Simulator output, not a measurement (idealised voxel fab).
process module | voxel self aligned vias
cross-section cut | 295 nm wide | cells 5 nm
A cross-section is a grid of square cells, given in bands from the top down. A band is one or more rows of cells.
Each band's line starts with the height of the band's top and of its bottom, in nm. Then come its materials from left to right, each with its width in nm. One material with "throughout" fills the band from edge to edge. "air" is empty space.
Height 0 is the level under which the wafer as received is all one material. The lowest band goes on downwards, as in "0 down".
A width such as "30 to 40" changes by the same amount from each row of cells to the next, from the band's top row to its bottom row.
"no change" after a step means that no cell of the cross-section changed.
closed voids: empty space of 8 cells or more with no open way to the top, each as width x height at its distance from the left edge, in nm
after a step's settings: what the simulator itself notes on the step
overlay nm, on a step with a mask: how far to the right of its planned place the mask lay; to the left if negative
plan
1 op RECEIVE | material Si
2 op CONFORMAL_DEP | material SiO2 | thk nm 15
3 op CONFORMAL_DEP | material SiCN | thk nm 5
4 op DIRECTIONAL_DEP | material lowk | thk nm 20
5 op PATTERN | tone open | mask id LINES | material resist | width nm 30 | pitch nm 55 | thk nm 15 | overlay nm 0
6 op DIRECTIONAL_ETCH | etch materials lowk | depth nm 20
7 op STRIP | etch materials resist
8 op CONFORMAL_DEP | material TiN | thk nm 5
9 op FILL_DEP | material W | thk nm 10
10 op CMP | height nm 40
11 op SELECTIVE_ETCH | etch materials W Ru TiN | depth nm 5
12 op FILL_DEP | material SiN | thk nm 5
13 op CMP | height nm 40
14 op DIRECTIONAL_DEP | material lowk | thk nm 15
15 op MASKED_ETCH | tone open | mask id VIAS | width nm 40 | pitch nm 110 | etch materials lowk | depth nm 15 | overlay nm 0
16 op MASKED_ETCH | tone open | mask id VIAS | width nm 40 | pitch nm 110 | etch materials SiN | depth nm 5 | overlay nm 0
17 op CONFORMAL_DEP | material TiN | thk nm 5
18 op FILL_DEP | material W | thk nm 5
19 op CMP | height nm 55
20 op CONFORMAL_DEP | material SiCN | thk nm 5
as received, after step 1
  0 down: Si throughout
  closed voids: none
a wafer at the end: this start, this plan, one mistake
  60 to 55: SiCN throughout
  55 to 45: lowk 70 | TiN 5 | W 30 | TiN 5 | lowk 70 | TiN 5 | W 30 | TiN 5 | lowk 75
  45 to 40: lowk 70 | TiN 15 | W 15 | TiN 10 | lowk 70 | TiN 15 | W 15 | TiN 10 | lowk 75
  40 to 35: lowk 75 | SiN 5 | TiN 25 | lowk 25 | SiN 30 | lowk 25 | SiN 5 | TiN 25 | lowk 80
  35 to 25: lowk 75 | TiN 5 | W 20 | TiN 5 | lowk 25 | TiN 5 | W 20 | TiN 5 | lowk 25 | TiN 5 | W 20 | TiN 5 | lowk 80
  25 to 20: lowk 75 | TiN 30 | lowk 25 | TiN 30 | lowk 25 | TiN 30 | lowk 80
  20 to 15: SiCN throughout
  15 to 0: SiO2 throughout
  0 down: Si throughout
  closed voids: none
what went wrong: step 16 ran as: op MASKED_ETCH | tone open | mask id VIAS | width nm 40 | pitch nm 110 | etch materials SiN | depth nm 5 | overlay nm 10
